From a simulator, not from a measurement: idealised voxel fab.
process module | voxel fin reveal
cross-section cut | 290 nm wide | cells 5 nm
A cross-section is a grid of square cells, given in bands from the top down. A band is one or more rows of cells.
Each band's line starts with the height of the band's top and of its bottom, in nm. Then come its materials from left to right, each with its width in nm. One material with "throughout" fills the band from edge to edge. "air" is empty space.
Height 0 is the level under which the wafer as received is all one material. The lowest band goes on downwards, as in "0 down".
A width such as "30 to 40" changes by the same amount from each row of cells to the next, from the band's top row to its bottom row.
"no change" after a step means that no cell of the cross-section changed.
closed voids: empty space of 8 cells or more with no open way to the top, each as width x height at its distance from the left edge, in nm
after a step's settings: what the simulator itself notes on the step
overlay nm, on a step with a mask: how far to the right of its planned place the mask lay; to the left if negative
plan
1 op RECEIVE | material Si
2 op CONFORMAL_DEP | material SiN | thk nm 5
3 op DIRECTIONAL_DEP | material aC | thk nm 10
4 op PATTERN | tone cover | mask id FINS | material resist | width nm 15 | pitch nm 35 | thk nm 30 | overlay nm 0
5 op DIRECTIONAL_ETCH | etch materials aC | depth nm 10
6 op STRIP | etch materials resist
7 op DIRECTIONAL_ETCH | etch materials SiN | depth nm 5
8 op DIRECTIONAL_ETCH | etch materials Si | depth nm 30
9 op STRIP | etch materials aC
10 op OXIDIZE | depth nm 5
11 op FILL_DEP | material SiO2 | thk nm 15
12 op CMP | height nm 5
13 op SELECTIVE_ETCH | etch materials SiO2 | depth nm 20
14 op STRIP | etch materials SiN
15 op CONFORMAL_DEP | material HfO2 | thk nm 5
first wafer, as planned
as received, after step 1
  0 down: Si throughout
  closed voids: none
after step 2
  5 to 0: SiN throughout
  below 0: unchanged
after step 3
  15 to 5: aC throughout
  below 5: unchanged
after step 4
  45 to 15: air 120 | resist 15 | air 20 | resist 15 | air 120
  below 15: unchanged
after step 5
  35 to 15: air 120 | resist 15 | air 20 | resist 15 | air 120
  15 to 5: air 120 | aC 15 | air 20 | aC 15 | air 120
  below 5: unchanged
after step 6
  15 to 5: air 120 | aC 15 | air 20 | aC 15 | air 120
  below 5: unchanged
after step 7
  15 to 5: air 120 | aC 15 | air 20 | aC 15 | air 120
  5 to 0: air 120 | SiN 15 | air 20 | SiN 15 | air 120
  below 0: unchanged
after step 8
  15 to 5: air 120 | aC 15 | air 20 | aC 15 | air 120
  5 to 0: air 120 | SiN 15 | air 20 | SiN 15 | air 120
  0 to -30: air 120 | Si 15 | air 20 | Si 15 | air 120
  below -30: unchanged
after step 9
  5 to 0: air 120 | SiN 15 | air 20 | SiN 15 | air 120
  below 0: unchanged
after step 10
  5 to 0: air 120 | SiN 15 | air 20 | SiN 15 | air 120
  0 to -30: air 120 | SiO2 5 | Si 5 | SiO2 5 | air 20 | SiO2 5 | Si 5 | SiO2 5 | air 120
  -30 to -35: SiO2 125 | Si 5 | SiO2 30 | Si 5 | SiO2 125
  below -35: unchanged
after step 11
  20 to 5: SiO2 throughout
  5 to 0: SiO2 120 | SiN 15 | SiO2 20 | SiN 15 | SiO2 120
  0 to -35: SiO2 125 | Si 5 | SiO2 30 | Si 5 | SiO2 125
  below -35: unchanged
after step 12
  5 to 0: SiO2 120 | SiN 15 | SiO2 20 | SiN 15 | SiO2 120
  below 0: unchanged
after step 13
  5 to 0: air 120 | SiN 15 | air 20 | SiN 15 | air 120
  0 to -15: air 125 | Si 5 | air 30 | Si 5 | air 125
  below -15: unchanged
after step 14
  0 to -15: air 125 | Si 5 | air 30 | Si 5 | air 125
  below -15: unchanged
after step 15
  5 to 0: air 120 | HfO2 15 | air 20 | HfO2 15 | air 120
  0 to -10: air 120 | HfO2 5 | Si 5 | HfO2 5 | air 20 | HfO2 5 | Si 5 | HfO2 5 | air 120
  -10 to -15: HfO2 125 | Si 5 | HfO2 30 | Si 5 | HfO2 125
  below -15: unchanged
second wafer: like start, like plan, one mistake. Through step 12 it matches the first wafer
when step 13 should have ended
  5 to 0: SiO2 120 | air 15 | SiO2 20 | air 15 | SiO2 120
  below 0: unchanged
when step 14 should have ended
  0 to -15: air 125 | Si 5 | air 30 | Si 5 | air 125
  -15 to -20: SiO2 100 | air 25 | Si 5 | air 30 | Si 5 | air 25 | SiO2 100
  below -20: unchanged
when step 15 should have ended
  5 to 0: air 120 | HfO2 15 | air 20 | HfO2 15 | air 120
  0 to -10: air 120 | HfO2 5 | Si 5 | HfO2 5 | air 20 | HfO2 5 | Si 5 | HfO2 5 | air 120
  -10 to -15: HfO2 105 | air 15 | HfO2 5 | Si 5 | HfO2 5 | air 20 | HfO2 5 | Si 5 | HfO2 5 | air 15 | HfO2 105
  -15 to -20: SiO2 100 | HfO2 25 | Si 5 | HfO2 30 | Si 5 | HfO2 25 | SiO2 100
  below -20: unchanged
what went wrong: steps 13 and 14 were swapped
at the end the second wafer has, in cells: 6 more of HfO2 | 16 fewer of SiO2
